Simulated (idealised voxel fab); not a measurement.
Presented below is a process module, voxel quadruple lines.
FYI the section here is cut, 270 nm wide, cells are 5 nm squares.
Notation: cross-section as square-cell grid; stated in bands, top first, going down; one or more cell rows per band. Basically the band line says how high the top is and how high the bottom is, in nm, and then what's in it from left to right, every material with its width in nm. Empty space shows up as "blank", and if a single material carries "edge to edge" it runs the full band edge to edge. Height is counted from the level 0, under which the received wafer is composed throughout of one material. The lowest of the bands is not closed at the bottom but continues downward, in the notation "0 -> down". The expression "30..40" gives the width at the extremes of the band, the first number at its top row of cells and the second at its bottom row, with the width changing by equal amounts from each row to the next in between. For the purposes of this document, the phrase "remains unaltered" attached to a step denotes that no cell within the cross-section was modified by that step. In "Enclosed cavities" the enclosed voids are listed, meaning empty spaces of 8 cells or larger without any opening to the top. The form is width x height at distance, distance from the left edge, units nm. What comes after the settings on a step's line is commentary from the simulator itself on that step. A step's line can hold "overlay nm"; with a mask on that step, the setting says how far right of the planned place the mask lay, while a negative setting says it lay to the left. For the reader: what remains of this document is a series of pairs, each showing a cross-section before one process step and a cross-section after that step which reaches down only to the lowest band that changed, with the step between them and its settings set out under the pair. It should not be assumed that a pair continues from the pair above it; the pairs can come from different runs of this module on the same starting wafer, and such continuity exists only where the entry headed "Ex-ante state" says so.

Ex-ante state
    0 -> down: Si edge to edge
    Enclosed cavities: none

Cross-Section Thereafter
    10 -> 0: SiO2 edge to edge
    below 0: unchanged
    Enclosed cavities: none
Step between the pre-process and post-process cross-sections given above: CONFORMAL_DEP,material SiO2,thk nm 10

Ex-ante state: refer to the pair immediately above; the cross-section shown after its step is the state before this one.

Cross-Section Thereafter
    20 -> 10: Ru edge to edge
    below 10: unchanged
    Enclosed cavities: none
Step between the pre-process and post-process cross-sections given above: DIRECTIONAL_DEP,material Ru,thk nm 10

Ex-ante state: refer to the pair immediately above; the cross-section shown after its step is the state before this one.

Cross-Section Thereafter
    35 -> 20: polySi edge to edge
    below 20: unchanged
    Enclosed cavities: none
Step between the pre-process and post-process cross-sections given above: DIRECTIONAL_DEP,material polySi,thk nm 15

Ex-ante state: refer to the pair immediately above; the cross-section shown after its step is the state before this one.

Cross-Section Thereafter
    60 -> 35: aC edge to edge
    below 35: unchanged
    Enclosed cavities: none
Step between the pre-process and post-process cross-sections given above: DIRECTIONAL_DEP,material aC,thk nm 25

Ex-ante state: refer to the pair immediately above; the cross-section shown after its step is the state before this one.

Cross-Section Thereafter
    90 -> 60: blank 80 nm / resist 30 nm / blank 50 nm / resist 30 nm / blank 80 nm
    below 60: unchanged
    Enclosed cavities: none
Step between the pre-process and post-process cross-sections given above: PATTERN,tone cover,mask id MANDREL,material resist,width nm 30,pitch nm 80,thk nm 30,overlay nm 0

Ex-ante state: refer to the pair immediately above; the cross-section shown after its step is the state before this one.

Cross-Section Thereafter
    65 -> 60: blank 80 nm / resist 30 nm / blank 50 nm / resist 30 nm / blank 80 nm
    60 -> 35: blank 80 nm / aC 30 nm / blank 50 nm / aC 30 nm / blank 80 nm
    below 35: unchanged
    Enclosed cavities: none
Step between the pre-process and post-process cross-sections given above: DIRECTIONAL_ETCH,etch materials aC,depth nm 25

Ex-ante state: refer to the pair immediately above; the cross-section shown after its step is the state before this one.

Cross-Section Thereafter
    60 -> 35: blank 80 nm / aC 30 nm / blank 50 nm / aC 30 nm / blank 80 nm
    below 35: unchanged
    Enclosed cavities: none
Step between the pre-process and post-process cross-sections given above: STRIP,etch materials resist

Ex-ante state: refer to the pair immediately above; the cross-section shown after its step is the state before this one.

Cross-Section Thereafter
    70 -> 60: blank 70 nm / SiO2 50 nm / blank 30 nm / SiO2 50 nm / blank 70 nm
    60 -> 45: blank 70 nm / SiO2 10 nm / aC 30 nm / SiO2 10 nm / blank 30 nm / SiO2 10 nm / aC 30 nm / SiO2 10 nm / blank 70 nm
    45 -> 35: SiO2 80 nm / aC 30 nm / SiO2 50 nm / aC 30 nm / SiO2 80 nm
    below 35: unchanged
    Enclosed cavities: none
Step between the pre-process and post-process cross-sections given above: CONFORMAL_DEP,material SiO2,thk nm 10

Ex-ante state: refer to the pair immediately above; the cross-section shown after its step is the state before this one.

Cross-Section Thereafter
    60 -> 35: blank 70 nm / SiO2 10 nm / aC 30 nm / SiO2 10 nm / blank 30 nm / SiO2 10 nm / aC 30 nm / SiO2 10 nm / blank 70 nm
    below 35: unchanged
    Enclosed cavities: none
Step between the pre-process and post-process cross-sections given above: DIRECTIONAL_ETCH,etch materials SiO2,depth nm 10

Ex-ante state: refer to the pair immediately above; the cross-section shown after its step is the state before this one.

Cross-Section Thereafter
    60 -> 35: blank 70 nm / SiO2 10 nm / blank 30 nm / SiO2 10 nm / blank 30 nm / SiO2 10 nm / blank 30 nm / SiO2 10 nm / blank 70 nm
    below 35: unchanged
    Enclosed cavities: none
Step between the pre-process and post-process cross-sections given above: STRIP,etch materials aC

Ex-ante state: refer to the pair immediately above; the cross-section shown after its step is the state before this one.

Cross-Section Thereafter
    60 -> 35: blank 70 nm / SiO2 10 nm / blank 30 nm / SiO2 10 nm / blank 30 nm / SiO2 10 nm / blank 30 nm / SiO2 10 nm / blank 70 nm
    35 -> 20: blank 70 nm / polySi 10 nm / blank 30 nm / polySi 10 nm / blank 30 nm / polySi 10 nm / blank 30 nm / polySi 10 nm / blank 70 nm
    below 20: unchanged
    Enclosed cavities: none
Step between the pre-process and post-process cross-sections given above: DIRECTIONAL_ETCH,etch materials polySi,depth nm 15

Ex-ante state: refer to the pair immediately above; the cross-section shown after its step is the state before this one.

Cross-Section Thereafter
    35 -> 20: blank 70 nm / polySi 10 nm / blank 30 nm / polySi 10 nm / blank 30 nm / polySi 10 nm / blank 30 nm / polySi 10 nm / blank 70 nm
    below 20: unchanged
    Enclosed cavities: none
Step between the pre-process and post-process cross-sections given above: STRIP,etch materials SiO2

Ex-ante state: refer to the pair immediately above; the cross-section shown after its step is the state before this one.

Cross-Section Thereafter
    45 -> 35: blank 60 nm / SiCN 30 nm / blank 10 nm / SiCN 30 nm / blank 10 nm / SiCN 30 nm / blank 10 nm / SiCN 30 nm / blank 60 nm
    35 -> 30: blank 60 nm / SiCN 10 nm / polySi 10 nm / SiCN 10 nm / blank 10 nm / SiCN 10 nm / polySi 10 nm / SiCN 10 nm / blank 10 nm / SiCN 10 nm / polySi 10 nm / SiCN 10 nm / blank 10 nm / SiCN 10 nm / polySi 10 nm / SiCN 10 nm / blank 60 nm
    30 -> 20: SiCN 70 nm / polySi 10 nm / SiCN 30 nm / polySi 10 nm / SiCN 30 nm / polySi 10 nm / SiCN 30 nm / polySi 10 nm / SiCN 70 nm
    below 20: unchanged
    Enclosed cavities: none
Step between the pre-process and post-process cross-sections given above: CONFORMAL_DEP,material SiCN,thk nm 10

Ex-ante state: refer to the pair immediately above; the cross-section shown after its step is the state before this one.

Cross-Section Thereafter
    35 -> 20: blank 60 nm / SiCN 10 nm / polySi 10 nm / SiCN 10 nm / blank 10 nm / SiCN 10 nm / polySi 10 nm / SiCN 10 nm / blank 10 nm / SiCN 10 nm / polySi 10 nm / SiCN 10 nm / blank 10 nm / SiCN 10 nm / polySi 10 nm / SiCN 10 nm / blank 60 nm
    below 20: unchanged
    Enclosed cavities: none
Step between the pre-process and post-process cross-sections given above: DIRECTIONAL_ETCH,etch materials SiCN,depth nm 10

Ex-ante state: refer to the pair immediately above; the cross-section shown after its step is the state before this one.

Cross-Section Thereafter
    35 -> 20: blank 60 nm / SiCN 10 nm / blank 10 nm / SiCN 10 nm / blank 10 nm / SiCN 10 nm / blank 10 nm / SiCN 10 nm / blank 10 nm / SiCN 10 nm / blank 10 nm / SiCN 10 nm / blank 10 nm / SiCN 10 nm / blank 10 nm / SiCN 10 nm / blank 60 nm
    below 20: unchanged
    Enclosed cavities: none
Step between the pre-process and post-process cross-sections given above: STRIP,etch materials polySi

Ex-ante state: refer to the pair immediately above; the cross-section shown after its step is the state before this one.

Cross-Section Thereafter
    35 -> 20: blank 60 nm / SiCN 10 nm / blank 10 nm / SiCN 10 nm / blank 10 nm / SiCN 10 nm / blank 10 nm / SiCN 10 nm / blank 10 nm / SiCN 10 nm / blank 10 nm / SiCN 10 nm / blank 10 nm / SiCN 10 nm / blank 10 nm / SiCN 10 nm / blank 60 nm
    20 -> 10: blank 60 nm / Ru 10 nm / blank 10 nm / Ru 10 nm / blank 10 nm / Ru 10 nm / blank 10 nm / Ru 10 nm / blank 10 nm / Ru 10 nm / blank 10 nm / Ru 10 nm / blank 10 nm / Ru 10 nm / blank 10 nm / Ru 10 nm / blank 60 nm
    below 10: unchanged
    Enclosed cavities: none
Step between the pre-process and post-process cross-sections given above: DIRECTIONAL_ETCH,etch materials Ru,depth nm 10

Ex-ante state: refer to the pair immediately above; the cross-section shown after its step is the state before this one.

Cross-Section Thereafter
    20 -> 10: blank 60 nm / Ru 10 nm / blank 10 nm / Ru 10 nm / blank 10 nm / Ru 10 nm / blank 10 nm / Ru 10 nm / blank 10 nm / Ru 10 nm / blank 10 nm / Ru 10 nm / blank 10 nm / Ru 10 nm / blank 10 nm / Ru 10 nm / blank 60 nm
    below 10: unchanged
    Enclosed cavities: none
Step between the pre-process and post-process cross-sections given above: STRIP,etch materials SiCN

Ex-ante state
    0 -> down: Si edge to edge
    Enclosed cavities: none

Cross-Section Thereafter
    10 -> 0: Ru edge to edge
    below 0: unchanged
    Enclosed cavities: none
Step between the pre-process and post-process cross-sections given above: DIRECTIONAL_DEP,material Ru,thk nm 10

Ex-ante state: refer to the pair immediately above; the cross-section shown after its step is the state before this one.

Cross-Section Thereafter
    25 -> 10: polySi edge to edge
    below 10: unchanged
    Enclosed cavities: none
Step between the pre-process and post-process cross-sections given above: DIRECTIONAL_DEP,material polySi,thk nm 15

Ex-ante state: refer to the pair immediately above; the cross-section shown after its step is the state before this one.

Cross-Section Thereafter
    50 -> 25: aC edge to edge
    below 25: unchanged
    Enclosed cavities: none
Step between the pre-process and post-process cross-sections given above: DIRECTIONAL_DEP,material aC,thk nm 25

Ex-ante state: refer to the pair immediately above; the cross-section shown after its step is the state before this one.

Cross-Section Thereafter
    80 -> 50: blank 80 nm / resist 30 nm / blank 50 nm / resist 30 nm / blank 80 nm
    below 50: unchanged
    Enclosed cavities: none
Step between the pre-process and post-process cross-sections given above: PATTERN,tone cover,mask id MANDREL,material resist,width nm 30,pitch nm 80,thk nm 30,overlay nm 0

Ex-ante state: refer to the pair immediately above; the cross-section shown after its step is the state before this one.

Cross-Section Thereafter
    55 -> 50: blank 80 nm / resist 30 nm / blank 50 nm / resist 30 nm / blank 80 nm
    50 -> 25: blank 80 nm / aC 30 nm / blank 50 nm / aC 30 nm / blank 80 nm
    below 25: unchanged
    Enclosed cavities: none
Step between the pre-process and post-process cross-sections given above: DIRECTIONAL_ETCH,etch materials aC,depth nm 25

Ex-ante state: refer to the pair immediately above; the cross-section shown after its step is the state before this one.

Cross-Section Thereafter
    50 -> 25: blank 80 nm / aC 30 nm / blank 50 nm / aC 30 nm / blank 80 nm
    below 25: unchanged
    Enclosed cavities: none
Step between the pre-process and post-process cross-sections given above: STRIP,etch materials resist

Ex-ante state: refer to the pair immediately above; the cross-section shown after its step is the state before this one.

Cross-Section Thereafter
    60 -> 50: blank 70 nm / SiO2 50 nm / blank 30 nm / SiO2 50 nm / blank 70 nm
    50 -> 35: blank 70 nm / SiO2 10 nm / aC 30 nm / SiO2 10 nm / blank 30 nm / SiO2 10 nm / aC 30 nm / SiO2 10 nm / blank 70 nm
    35 -> 25: SiO2 80 nm / aC 30 nm / SiO2 50 nm / aC 30 nm / SiO2 80 nm
    below 25: unchanged
    Enclosed cavities: none
Step between the pre-process and post-process cross-sections given above: CONFORMAL_DEP,material SiO2,thk nm 10

Ex-ante state: refer to the pair immediately above; the cross-section shown after its step is the state before this one.

Cross-Section Thereafter
    50 -> 25: blank 70 nm / SiO2 10 nm / aC 30 nm / SiO2 10 nm / blank 30 nm / SiO2 10 nm / aC 30 nm / SiO2 10 nm / blank 70 nm
    below 25: unchanged
    Enclosed cavities: none
Step between the pre-process and post-process cross-sections given above: DIRECTIONAL_ETCH,etch materials SiO2,depth nm 10

Ex-ante state: refer to the pair immediately above; the cross-section shown after its step is the state before this one.

Cross-Section Thereafter
    50 -> 25: blank 70 nm / SiO2 10 nm / blank 30 nm / SiO2 10 nm / blank 30 nm / SiO2 10 nm / blank 30 nm / SiO2 10 nm / blank 70 nm
    below 25: unchanged
    Enclosed cavities: none
Step between the pre-process and post-process cross-sections given above: STRIP,etch materials aC

Ex-ante state: refer to the pair immediately above; the cross-section shown after its step is the state before this one.

Cross-Section Thereafter
    50 -> 25: blank 70 nm / SiO2 10 nm / blank 30 nm / SiO2 10 nm / blank 30 nm / SiO2 10 nm / blank 30 nm / SiO2 10 nm / blank 70 nm
    25 -> 10: blank 70 nm / polySi 10 nm / blank 30 nm / polySi 10 nm / blank 30 nm / polySi 10 nm / blank 30 nm / polySi 10 nm / blank 70 nm
    below 10: unchanged
    Enclosed cavities: none
Step between the pre-process and post-process cross-sections given above: DIRECTIONAL_ETCH,etch materials polySi,depth nm 15

Ex-ante state: refer to the pair immediately above; the cross-section shown after its step is the state before this one.

Cross-Section Thereafter
    25 -> 10: blank 70 nm / polySi 10 nm / blank 30 nm / polySi 10 nm / blank 30 nm / polySi 10 nm / blank 30 nm / polySi 10 nm / blank 70 nm
    below 10: unchanged
    Enclosed cavities: none
Step between the pre-process and post-process cross-sections given above: STRIP,etch materials SiO2

Ex-ante state: refer to the pair immediately above; the cross-section shown after its step is the state before this one.

Cross-Section Thereafter
    35 -> 25: blank 60 nm / SiCN 30 nm / blank 10 nm / SiCN 30 nm / blank 10 nm / SiCN 30 nm / blank 10 nm / SiCN 30 nm / blank 60 nm
    25 -> 20: blank 60 nm / SiCN 10 nm / polySi 10 nm / SiCN 10 nm / blank 10 nm / SiCN 10 nm / polySi 10 nm / SiCN 10 nm / blank 10 nm / SiCN 10 nm / polySi 10 nm / SiCN 10 nm / blank 10 nm / SiCN 10 nm / polySi 10 nm / SiCN 10 nm / blank 60 nm
    20 -> 10: SiCN 70 nm / polySi 10 nm / SiCN 30 nm / polySi 10 nm / SiCN 30 nm / polySi 10 nm / SiCN 30 nm / polySi 10 nm / SiCN 70 nm
    below 10: unchanged
    Enclosed cavities: none
Step between the pre-process and post-process cross-sections given above: CONFORMAL_DEP,material SiCN,thk nm 10

Ex-ante state: refer to the pair immediately above; the cross-section shown after its step is the state before this one.

Cross-Section Thereafter
    25 -> 10: blank 60 nm / SiCN 10 nm / polySi 10 nm / SiCN 10 nm / blank 10 nm / SiCN 10 nm / polySi 10 nm / SiCN 10 nm / blank 10 nm / SiCN 10 nm / polySi 10 nm / SiCN 10 nm / blank 10 nm / SiCN 10 nm / polySi 10 nm / SiCN 10 nm / blank 60 nm
    below 10: unchanged
    Enclosed cavities: none
Step between the pre-process and post-process cross-sections given above: DIRECTIONAL_ETCH,etch materials SiCN,depth nm 10

Ex-ante state: refer to the pair immediately above; the cross-section shown after its step is the state before this one.

Cross-Section Thereafter
    25 -> 10: blank 60 nm / SiCN 10 nm / blank 10 nm / SiCN 10 nm / blank 10 nm / SiCN 10 nm / blank 10 nm / SiCN 10 nm / blank 10 nm / SiCN 10 nm / blank 10 nm / SiCN 10 nm / blank 10 nm / SiCN 10 nm / blank 10 nm / SiCN 10 nm / blank 60 nm
    below 10: unchanged
    Enclosed cavities: none
Step between the pre-process and post-process cross-sections given above: STRIP,etch materials polySi

Ex-ante state: refer to the pair immediately above; the cross-section shown after its step is the state before this one.

Cross-Section Thereafter
    25 -> 10: blank 60 nm / SiCN 10 nm / blank 10 nm / SiCN 10 nm / blank 10 nm / SiCN 10 nm / blank 10 nm / SiCN 10 nm / blank 10 nm / SiCN 10 nm / blank 10 nm / SiCN 10 nm / blank 10 nm / SiCN 10 nm / blank 10 nm / SiCN 10 nm / blank 60 nm
    10 -> 0: blank 60 nm / Ru 10 nm / blank 10 nm / Ru 10 nm / blank 10 nm / Ru 10 nm / blank 10 nm / Ru 10 nm / blank 10 nm / Ru 10 nm / blank 10 nm / Ru 10 nm / blank 10 nm / Ru 10 nm / blank 10 nm / Ru 10 nm / blank 60 nm
    below 0: unchanged
    Enclosed cavities: none
Step between the pre-process and post-process cross-sections given above: DIRECTIONAL_ETCH,etch materials Ru,depth nm 10

Ex-ante state: refer to the pair immediately above; the cross-section shown after its step is the state before this one.

Cross-Section Thereafter
    10 -> 0: blank 60 nm / Ru 10 nm / blank 10 nm / Ru 10 nm / blank 10 nm / Ru 10 nm / blank 10 nm / Ru 10 nm / blank 10 nm / Ru 10 nm / blank 10 nm / Ru 10 nm / blank 10 nm / Ru 10 nm / blank 10 nm / Ru 10 nm / blank 60 nm
    below 0: unchanged
    Enclosed cavities: none
Step between the pre-process and post-process cross-sections given above: STRIP,etch materials SiCN

Ex-ante state
    60 -> 35: blank 70 nm / SiO2 10 nm / aC 30 nm / SiO2 10 nm / blank 30 nm / SiO2 10 nm / aC 30 nm / SiO2 10 nm / blank 70 nm
    35 -> 20: polySi edge to edge
    20 -> 10: Ru edge to edge
    10 -> 0: SiO2 edge to edge
    0 -> down: Si edge to edge
    Enclosed cavities: none

Cross-Section Thereafter
    60 -> 35: blank 70 nm / SiO2 10 nm / aC 30 nm / SiO2 10 nm / blank 30 nm / SiO2 10 nm / aC 30 nm / SiO2 10 nm / blank 70 nm
    35 -> 20: blank 70 nm / polySi 50 nm / blank 30 nm / polySi 50 nm / blank 70 nm
    below 20: unchanged
    Enclosed cavities: none
Step between the pre-process and post-process cross-sections given above: DIRECTIONAL_ETCH,etch materials polySi,depth nm 15

Ex-ante state: refer to the pair immediately above; the cross-section shown after its step is the state before this one.

Cross-Section Thereafter
    60 -> 35: blank 70 nm / SiO2 10 nm / blank 30 nm / SiO2 10 nm / blank 30 nm / SiO2 10 nm / blank 30 nm / SiO2 10 nm / blank 70 nm
    below 35: unchanged
    Enclosed cavities: none
Step between the pre-process and post-process cross-sections given above: STRIP,etch materials aC

Ex-ante state: refer to the pair immediately above; the cross-section shown after its step is the state before this one.

Cross-Section Thereafter
    35 -> 20: blank 70 nm / polySi 50 nm / blank 30 nm / polySi 50 nm / blank 70 nm
    below 20: unchanged
    Enclosed cavities: none
Step between the pre-process and post-process cross-sections given above: STRIP,etch materials SiO2

Ex-ante state: refer to the pair immediately above; the cross-section shown after its step is the state before this one.

Cross-Section Thereafter
    45 -> 35: blank 60 nm / SiCN 70 nm / blank 10 nm / SiCN 70 nm / blank 60 nm
    35 -> 30: blank 60 nm / SiCN 10 nm / polySi 50 nm / SiCN 10 nm / blank 10 nm / SiCN 10 nm / polySi 50 nm / SiCN 10 nm / blank 60 nm
    30 -> 20: SiCN 70 nm / polySi 50 nm / SiCN 30 nm / polySi 50 nm / SiCN 70 nm
    below 20: unchanged
    Enclosed cavities: none
Step between the pre-process and post-process cross-sections given above: CONFORMAL_DEP,material SiCN,thk nm 10

Ex-ante state: refer to the pair immediately above; the cross-section shown after its step is the state before this one.

Cross-Section Thereafter
    35 -> 20: blank 60 nm / SiCN 10 nm / polySi 50 nm / SiCN 10 nm / blank 10 nm / SiCN 10 nm / polySi 50 nm / SiCN 10 nm / blank 60 nm
    below 20: unchanged
    Enclosed cavities: none
Step between the pre-process and post-process cross-sections given above: DIRECTIONAL_ETCH,etch materials SiCN,depth nm 10

Ex-ante state: refer to the pair immediately above; the cross-section shown after its step is the state before this one.

Cross-Section Thereafter
    35 -> 20: blank 60 nm / SiCN 10 nm / blank 50 nm / SiCN 10 nm / blank 10 nm / SiCN 10 nm / blank 50 nm / SiCN 10 nm / blank 60 nm
    below 20: unchanged
    Enclosed cavities: none
Step between the pre-process and post-process cross-sections given above: STRIP,etch materials polySi

Ex-ante state: refer to the pair immediately above; the cross-section shown after its step is the state before this one.

Cross-Section Thereafter
    35 -> 20: blank 60 nm / SiCN 10 nm / blank 50 nm / SiCN 10 nm / blank 10 nm / SiCN 10 nm / blank 50 nm / SiCN 10 nm / blank 60 nm
    20 -> 10: blank 60 nm / Ru 10 nm / blank 50 nm / Ru 10 nm / blank 10 nm / Ru 10 nm / blank 50 nm / Ru 10 nm / blank 60 nm
    below 10: unchanged
    Enclosed cavities: none
Step between the pre-process and post-process cross-sections given above: DIRECTIONAL_ETCH,etch materials Ru,depth nm 10

Ex-ante state: refer to the pair immediately above; the cross-section shown after its step is the state before this one.

Cross-Section Thereafter
    20 -> 10: blank 60 nm / Ru 10 nm / blank 50 nm / Ru 10 nm / blank 10 nm / Ru 10 nm / blank 50 nm / Ru 10 nm / blank 60 nm
    below 10: unchanged
    Enclosed cavities: none
Step between the pre-process and post-process cross-sections given above: STRIP,etch materials SiCN

Ex-ante state
    60 -> 35: blank 80 nm / aC 30 nm / blank 50 nm / aC 30 nm / blank 80 nm
    35 -> 20: polySi edge to edge
    20 -> 10: Ru edge to edge
    10 -> 0: SiO2 edge to edge
    0 -> down: Si edge to edge
    Enclosed cavities: none

Cross-Section Thereafter
    65 -> 60: blank 75 nm / SiO2 40 nm / blank 40 nm / SiO2 40 nm / blank 75 nm
    60 -> 40: blank 75 nm / SiO2 5 nm / aC 30 nm / SiO2 5 nm / blank 40 nm / SiO2 5 nm / aC 30 nm / SiO2 5 nm / blank 75 nm
    40 -> 35: SiO2 80 nm / aC 30 nm / SiO2 50 nm / aC 30 nm / SiO2 80 nm
    below 35: unchanged
    Enclosed cavities: none
Step between the pre-process and post-process cross-sections given above: CONFORMAL_DEP,material SiO2,thk nm 5

Ex-ante state: refer to the pair immediately above; the cross-section shown after its step is the state before this one.

Cross-Section Thereafter
    60 -> 55: blank 80 nm / aC 30 nm / blank 50 nm / aC 30 nm / blank 80 nm
    55 -> 35: blank 75 nm / SiO2 5 nm / aC 30 nm / SiO2 5 nm / blank 40 nm / SiO2 5 nm / aC 30 nm / SiO2 5 nm / blank 75 nm
    below 35: unchanged
    Enclosed cavities: none
Step between the pre-process and post-process cross-sections given above: DIRECTIONAL_ETCH,etch materials SiO2,depth nm 10

Ex-ante state: refer to the pair immediately above; the cross-section shown after its step is the state before this one.

Cross-Section Thereafter
    55 -> 35: blank 75 nm / SiO2 5 nm / blank 30 nm / SiO2 5 nm / blank 40 nm / SiO2 5 nm / blank 30 nm / SiO2 5 nm / blank 75 nm
    below 35: unchanged
    Enclosed cavities: none
Step between the pre-process and post-process cross-sections given above: STRIP,etch materials aC

Ex-ante state: refer to the pair immediately above; the cross-section shown after its step is the state before this one.

Cross-Section Thereafter
    55 -> 35: blank 75 nm / SiO2 5 nm / blank 30 nm / SiO2 5 nm / blank 40 nm / SiO2 5 nm / blank 30 nm / SiO2 5 nm / blank 75 nm
    35 -> 20: blank 75 nm / polySi 5 nm / blank 30 nm / polySi 5 nm / blank 40 nm / polySi 5 nm / blank 30 nm / polySi 5 nm / blank 75 nm
    below 20: unchanged
    Enclosed cavities: none
Step between the pre-process and post-process cross-sections given above: DIRECTIONAL_ETCH,etch materials polySi,depth nm 15

Ex-ante state: refer to the pair immediately above; the cross-section shown after its step is the state before this one.

Cross-Section Thereafter
    35 -> 20: blank 75 nm / polySi 5 nm / blank 30 nm / polySi 5 nm / blank 40 nm / polySi 5 nm / blank 30 nm / polySi 5 nm / blank 75 nm
    below 20: unchanged
    Enclosed cavities: none
Step between the pre-process and post-process cross-sections given above: STRIP,etch materials SiO2

Ex-ante state: refer to the pair immediately above; the cross-section shown after its step is the state before this one.

Cross-Section Thereafter
    45 -> 35: blank 65 nm / SiCN 25 nm / blank 10 nm / SiCN 25 nm / blank 20 nm / SiCN 25 nm / blank 10 nm / SiCN 25 nm / blank 65 nm
    35 -> 30: blank 65 nm / SiCN 10 nm / polySi 5 nm / SiCN 10 nm / blank 10 nm / SiCN 10 nm / polySi 5 nm / SiCN 10 nm / blank 20 nm / SiCN 10 nm / polySi 5 nm / SiCN 10 nm / blank 10 nm / SiCN 10 nm / polySi 5 nm / SiCN 10 nm / blank 65 nm
    30 -> 20: SiCN 75 nm / polySi 5 nm / SiCN 30 nm / polySi 5 nm / SiCN 40 nm / polySi 5 nm / SiCN 30 nm / polySi 5 nm / SiCN 75 nm
    below 20: unchanged
    Enclosed cavities: none
Step between the pre-process and post-process cross-sections given above: CONFORMAL_DEP,material SiCN,thk nm 10

Ex-ante state: refer to the pair immediately above; the cross-section shown after its step is the state before this one.

Cross-Section Thereafter
    35 -> 20: blank 65 nm / SiCN 10 nm / polySi 5 nm / SiCN 10 nm / blank 10 nm / SiCN 10 nm / polySi 5 nm / SiCN 10 nm / blank 20 nm / SiCN 10 nm / polySi 5 nm / SiCN 10 nm / blank 10 nm / SiCN 10 nm / polySi 5 nm / SiCN 10 nm / blank 65 nm
    below 20: unchanged
    Enclosed cavities: none
Step between the pre-process and post-process cross-sections given above: DIRECTIONAL_ETCH,etch materials SiCN,depth nm 10

Ex-ante state: refer to the pair immediately above; the cross-section shown after its step is the state before this one.

Cross-Section Thereafter
    35 -> 20: blank 65 nm / SiCN 10 nm / blank 5 nm / SiCN 10 nm / blank 10 nm / SiCN 10 nm / blank 5 nm / SiCN 10 nm / blank 20 nm / SiCN 10 nm / blank 5 nm / SiCN 10 nm / blank 10 nm / SiCN 10 nm / blank 5 nm / SiCN 10 nm / blank 65 nm
    below 20: unchanged
    Enclosed cavities: none
Step between the pre-process and post-process cross-sections given above: STRIP,etch materials polySi

Ex-ante state: refer to the pair immediately above; the cross-section shown after its step is the state before this one.

Cross-Section Thereafter
    35 -> 20: blank 65 nm / SiCN 10 nm / blank 5 nm / SiCN 10 nm / blank 10 nm / SiCN 10 nm / blank 5 nm / SiCN 10 nm / blank 20 nm / SiCN 10 nm / blank 5 nm / SiCN 10 nm / blank 10 nm / SiCN 10 nm / blank 5 nm / SiCN 10 nm / blank 65 nm
    20 -> 10: blank 65 nm / Ru 10 nm / blank 5 nm / Ru 10 nm / blank 10 nm / Ru 10 nm / blank 5 nm / Ru 10 nm / blank 20 nm / Ru 10 nm / blank 5 nm / Ru 10 nm / blank 10 nm / Ru 10 nm / blank 5 nm / Ru 10 nm / blank 65 nm
    below 10: unchanged
    Enclosed cavities: none
Step between the pre-process and post-process cross-sections given above: DIRECTIONAL_ETCH,etch materials Ru,depth nm 10

Ex-ante state: refer to the pair immediately above; the cross-section shown after its step is the state before this one.

Cross-Section Thereafter
    20 -> 10: blank 65 nm / Ru 10 nm / blank 5 nm / Ru 10 nm / blank 10 nm / Ru 10 nm / blank 5 nm / Ru 10 nm / blank 20 nm / Ru 10 nm / blank 5 nm / Ru 10 nm / blank 10 nm / Ru 10 nm / blank 5 nm / Ru 10 nm / blank 65 nm
    below 10: unchanged
    Enclosed cavities: none
Step between the pre-process and post-process cross-sections given above: STRIP,etch materials SiCN

Ex-ante state
    60 -> 35: aC edge to edge
    35 -> 20: polySi edge to edge
    20 -> 10: Ru edge to edge
    10 -> 0: SiO2 edge to edge
    0 -> down: Si edge to edge
    Enclosed cavities: none

Cross-Section Thereafter
    90 -> 60: blank 75 nm / resist 40 nm / blank 40 nm / resist 40 nm / blank 75 nm
    below 60: unchanged
    Enclosed cavities: none
Step between the pre-process and post-process cross-sections given above: PATTERN,tone cover,mask id MANDREL,material resist,width nm 40,pitch nm 80,thk nm 30,overlay nm 0

Ex-ante state: refer to the pair immediately above; the cross-section shown after its step is the state before this one.

Cross-Section Thereafter
    65 -> 60: blank 75 nm / resist 40 nm / blank 40 nm / resist 40 nm / blank 75 nm
    60 -> 35: blank 75 nm / aC 40 nm / blank 40 nm / aC 40 nm / blank 75 nm
    below 35: unchanged
    Enclosed cavities: none
Step between the pre-process and post-process cross-sections given above: DIRECTIONAL_ETCH,etch materials aC,depth nm 25

Ex-ante state: refer to the pair immediately above; the cross-section shown after its step is the state before this one.

Cross-Section Thereafter
    60 -> 35: blank 75 nm / aC 40 nm / blank 40 nm / aC 40 nm / blank 75 nm
    below 35: unchanged
    Enclosed cavities: none
Step between the pre-process and post-process cross-sections given above: STRIP,etch materials resist

Ex-ante state: refer to the pair immediately above; the cross-section shown after its step is the state before this one.

Cross-Section Thereafter
    70 -> 60: blank 65 nm / SiO2 60 nm / blank 20 nm / SiO2 60 nm / blank 65 nm
    60 -> 45: blank 65 nm / SiO2 10 nm / aC 40 nm / SiO2 10 nm / blank 20 nm / SiO2 10 nm / aC 40 nm / SiO2 10 nm / blank 65 nm
    45 -> 35: SiO2 75 nm / aC 40 nm / SiO2 40 nm / aC 40 nm / SiO2 75 nm
    below 35: unchanged
    Enclosed cavities: none
Step between the pre-process and post-process cross-sections given above: CONFORMAL_DEP,material SiO2,thk nm 10

Ex-ante state: refer to the pair immediately above; the cross-section shown after its step is the state before this one.

Cross-Section Thereafter
    60 -> 35: blank 65 nm / SiO2 10 nm / aC 40 nm / SiO2 10 nm / blank 20 nm / SiO2 10 nm / aC 40 nm / SiO2 10 nm / blank 65 nm
    below 35: unchanged
    Enclosed cavities: none
Step between the pre-process and post-process cross-sections given above: DIRECTIONAL_ETCH,etch materials SiO2,depth nm 10

Ex-ante state: refer to the pair immediately above; the cross-section shown after its step is the state before this one.

Cross-Section Thereafter
    60 -> 35: blank 65 nm / SiO2 10 nm / blank 40 nm / SiO2 10 nm / blank 20 nm / SiO2 10 nm / blank 40 nm / SiO2 10 nm / blank 65 nm
    below 35: unchanged
    Enclosed cavities: none
Step between the pre-process and post-process cross-sections given above: STRIP,etch materials aC

Ex-ante state: refer to the pair immediately above; the cross-section shown after its step is the state before this one.

Cross-Section Thereafter
    60 -> 35: blank 65 nm / SiO2 10 nm / blank 40 nm / SiO2 10 nm / blank 20 nm / SiO2 10 nm / blank 40 nm / SiO2 10 nm / blank 65 nm
    35 -> 20: blank 65 nm / polySi 10 nm / blank 40 nm / polySi 10 nm / blank 20 nm / polySi 10 nm / blank 40 nm / polySi 10 nm / blank 65 nm
    below 20: unchanged
    Enclosed cavities: none
Step between the pre-process and post-process cross-sections given above: DIRECTIONAL_ETCH,etch materials polySi,depth nm 15
